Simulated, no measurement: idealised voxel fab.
Documented hereafter: the process module known as voxel spacer lines.
We display cut, a cross-section 260 nm in width whose square cells are each 5 nm.
Cross-section = grid of square cells, listed top down in bands; band = one or more rows.
It is stipulated that each band's entry specify, in nanometres, the height of the top of the band and then that of its bottom, followed by the materials of the band in left-to-right sequence, each together with its width in nanometres. A single material marked by the word "edge to edge" is understood to fill the band from edge to edge; the word "air" is understood to denote empty space.
Height datum 0, below which the as-received substrate wafer is one material. Lowest band open at the bottom, running downward: "0..down".
It should be noted that a width expressed as "30..40" varies in equal increments from row to row of cells within the band, taking the value of the first number at the top row and that of the second number at the bottom row.
It should be understood that the words "identical to before", when stated for a given step, signify that the cross-section underwent no change in any of its cells during that step.
Any empty space of 8 cells or more lacking an open way to the top shows up in "Enclosed empty spaces" as width x height at distance, distance from the left edge, in nm.
Heads up: the bit after the settings on a step's line is the simulator's remark on that step.
overlay nm: where the mask lay relative to plan, measured to the right, on steps with a mask; negatives go left.

Intended process steps:
1 RECEIVE,material Si
2 CONFORMAL_DEP,material Al2O3,thk nm 5
3 DIRECTIONAL_DEP,material SiN,thk nm 10
4 DIRECTIONAL_DEP,material aC,thk nm 20
5 PATTERN,tone cover,mask id MANDREL,material resist,width nm 25,pitch nm 70,thk nm 30,overlay nm 0
6 DIRECTIONAL_ETCH,etch materials aC,depth nm 20
7 STRIP,etch materials resist
8 CONFORMAL_DEP,material SiO2,thk nm 10
9 DIRECTIONAL_ETCH,etch materials SiO2,depth nm 10
10 STRIP,etch materials aC
11 DIRECTIONAL_ETCH,etch materials SiN,depth nm 10
12 STRIP,etch materials SiO2
13 FILL_DEP,material SiO2,thk nm 10
14 CMP,height nm 15

First out of two wafers; run went to plan:

As-received wafer cross-section (after step 1):
* 0..down  Si edge to edge
* Enclosed empty spaces: none

After step 2, in cross-section:
* 5..0  Al2O3 edge to edge
* Anything lower than 0 is untouched.

After step 3, in cross-section:
* 15..5  SiN edge to edge
* Anything lower than 5 is untouched.

After step 4, in cross-section:
* 35..15  aC edge to edge
* Anything lower than 15 is untouched.

After step 5, in cross-section:
* 65..35  air=45, resist=25, air=45, resist=25, air=45, resist=25, air=50
* Anything lower than 35 is untouched.

After step 6, in cross-section:
* 45..35  air=45, resist=25, air=45, resist=25, air=45, resist=25, air=50
* 35..15  air=45, aC=25, air=45, aC=25, air=45, aC=25, air=50
* Anything lower than 15 is untouched.

After step 7, in cross-section:
* 35..15  air=45, aC=25, air=45, aC=25, air=45, aC=25, air=50
* Anything lower than 15 is untouched.

After step 8, in cross-section:
* 45..35  air=35, SiO2=45, air=25, SiO2=45, air=25, SiO2=45, air=40
* 35..25  air=35, SiO2=10, aC=25, SiO2=10, air=25, SiO2=10, aC=25, SiO2=10, air=25, SiO2=10, aC=25, SiO2=10, air=40
* 25..15  SiO2=45, aC=25, SiO2=45, aC=25, SiO2=45, aC=25, SiO2=50
* Anything lower than 15 is untouched.

After step 9, in cross-section:
* 35..15  air=35, SiO2=10, aC=25, SiO2=10, air=25, SiO2=10, aC=25, SiO2=10, air=25, SiO2=10, aC=25, SiO2=10, air=40
* Anything lower than 15 is untouched.

After step 10, in cross-section:
* 35..15  air=35, SiO2=10, air=25, SiO2=10, air=25, SiO2=10, air=25, SiO2=10, air=25, SiO2=10, air=25, SiO2=10, air=40
* Anything lower than 15 is untouched.

After step 11, in cross-section:
* 35..15  air=35, SiO2=10, air=25, SiO2=10, air=25, SiO2=10, air=25, SiO2=10, air=25, SiO2=10, air=25, SiO2=10, air=40
* 15..5  air=35, SiN=10, air=25, SiN=10, air=25, SiN=10, air=25, SiN=10, air=25, SiN=10, air=25, SiN=10, air=40
* Anything lower than 5 is untouched.

After step 12, in cross-section:
* 15..5  air=35, SiN=10, air=25, SiN=10, air=25, SiN=10, air=25, SiN=10, air=25, SiN=10, air=25, SiN=10, air=40
* Anything lower than 5 is untouched.

After step 13, in cross-section:
* 25..15  SiO2 edge to edge
* 15..5  SiO2=35, SiN=10, SiO2=25, SiN=10, SiO2=25, SiN=10, SiO2=25, SiN=10, SiO2=25, SiN=10, SiO2=25, SiN=10, SiO2=40
* Anything lower than 5 is untouched.

After step 14, in cross-section:
* 15..5  SiO2=35, SiN=10, SiO2=25, SiN=10, SiO2=25, SiN=10, SiO2=25, SiN=10, SiO2=25, SiN=10, SiO2=25, SiN=10, SiO2=40
* Anything lower than 5 is untouched.

Second wafer: like start, like plan, one mistake. Through step 5 it matches the first wafer:

Planned end of step 6: second wafer, cross-section:
* 25..15  air=45, aC=25, air=45, aC=25, air=45, aC=25, air=50
* Anything lower than 15 is untouched.

Planned end of step 7: second wafer, cross-section: identical to before

Planned end of step 8: second wafer, cross-section:
* 35..25  air=35, SiO2=45, air=25, SiO2=45, air=25, SiO2=45, air=40
* 25..15  SiO2=45, aC=25, SiO2=45, aC=25, SiO2=45, aC=25, SiO2=50
* Anything lower than 15 is untouched.

Planned end of step 9: second wafer, cross-section:
* 25..15  air=35, SiO2=10, aC=25, SiO2=10, air=25, SiO2=10, aC=25, SiO2=10, air=25, SiO2=10, aC=25, SiO2=10, air=40
* Anything lower than 15 is untouched.

Planned end of step 10: second wafer, cross-section:
* 25..15  air=35, SiO2=10, air=25, SiO2=10, air=25, SiO2=10, air=25, SiO2=10, air=25, SiO2=10, air=25, SiO2=10, air=40
* Anything lower than 15 is untouched.

Planned end of step 11: second wafer, cross-section:
* 25..15  air=35, SiO2=10, air=25, SiO2=10, air=25, SiO2=10, air=25, SiO2=10, air=25, SiO2=10, air=25, SiO2=10, air=40
* 15..5  air=35, SiN=10, air=25, SiN=10, air=25, SiN=10, air=25, SiN=10, air=25, SiN=10, air=25, SiN=10, air=40
* Anything lower than 5 is untouched.

Planned end of step 12: second wafer, cross-section:
* 15..5  air=35, SiN=10, air=25, SiN=10, air=25, SiN=10, air=25, SiN=10, air=25, SiN=10, air=25, SiN=10, air=40
* Anything lower than 5 is untouched.

Planned end of step 13: second wafer, cross-section:
* 25..15  SiO2 edge to edge
* 15..5  SiO2=35, SiN=10, SiO2=25, SiN=10, SiO2=25, SiN=10, SiO2=25, SiN=10, SiO2=25, SiN=10, SiO2=25, SiN=10, SiO2=40
* Anything lower than 5 is untouched.

Planned end of step 14: second wafer, cross-section:
* 15..5  SiO2=35, SiN=10, SiO2=25, SiN=10, SiO2=25, SiN=10, SiO2=25, SiN=10, SiO2=25, SiN=10, SiO2=25, SiN=10, SiO2=40
* Anything lower than 5 is untouched.
The mistake made against the process plan was this: twice over, step 6 of the plan was run
The two wafers wind up with the same cross-section at the end, so whatever this model computes is the same despite the mistake.
